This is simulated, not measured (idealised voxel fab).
process module | voxel double patterning
cross-section cut | 215 nm wide | cells 5 nm
A cross-section is a grid of square cells, given in bands from the top down. A band is one or more rows of cells.
Each band's line starts with the height of the band's top and of its bottom, in nm. Then come its materials from left to right, each with its width in nm. One material with "throughout" fills the band from edge to edge. "air" is empty space.
Height 0 is the level under which the wafer as received is all one material. The lowest band goes on downwards, as in "0 down".
A width such as "30 to 40" changes by the same amount from each row of cells to the next, from the band's top row to its bottom row.
"no change" after a step means that no cell of the cross-section changed.
closed voids: empty space of 8 cells or more with no open way to the top, each as width x height at its distance from the left edge, in nm
after a step's settings: what the simulator itself notes on the step
overlay nm, on a step with a mask: how far to the right of its planned place the mask lay; to the left if negative
plan
1 op RECEIVE | material Si
2 op CONFORMAL_DEP | material SiO2 | thk nm 10
3 op DIRECTIONAL_DEP | material polySi | thk nm 10
4 op DIRECTIONAL_DEP | material SiN | thk nm 5
5 op DIRECTIONAL_DEP | material aC | thk nm 15
6 op PATTERN | tone open | mask id FIRST | material resist | width nm 15 | pitch nm 50 | thk nm 30 | overlay nm 0
7 op DIRECTIONAL_ETCH | etch materials aC | depth nm 15
8 op STRIP | etch materials resist
9 op DIRECTIONAL_ETCH | etch materials SiN | depth nm 5
10 op STRIP | etch materials aC
11 op MASKED_ETCH | tone open | mask id SECOND | width nm 15 | etch materials SiN | depth nm 5 | overlay nm 0
12 op DIRECTIONAL_ETCH | etch materials polySi | depth nm 5
13 op STRIP | etch materials SiN
varied across the wafers: depth nm of step 12. The plan shows the first wafer's value. All wafers start alike
first wafer as received, after step 1
  0 down: Si throughout
  closed voids: none
first wafer at the end, after step 13
  20 to 15: polySi 75 | air 15 | polySi 10 | air 15 | polySi 10 | air 15 | polySi 75
  15 to 10: polySi throughout
  10 to 0: SiO2 throughout
  0 down: Si throughout
  closed voids: none
last wafer at the end
  20 to 10: polySi 75 | air 15 | polySi 10 | air 15 | polySi 10 | air 15 | polySi 75
  10 to 0: SiO2 throughout
  0 down: Si throughout
  closed voids: none
each wafer at the end: cells of each material gained (+) or lost (-) since it was received, then its closed voids
depth nm 5 | +86 SiO2 | +77 polySi | closed voids: none
depth nm 10 | +86 SiO2 | +68 polySi | closed voids: none
depth nm 15 | +86 SiO2 | +68 polySi | closed voids: none
depth nm 20 | +86 SiO2 | +68 polySi | closed voids: none
depth nm 25 | +86 SiO2 | +68 polySi | closed voids: none
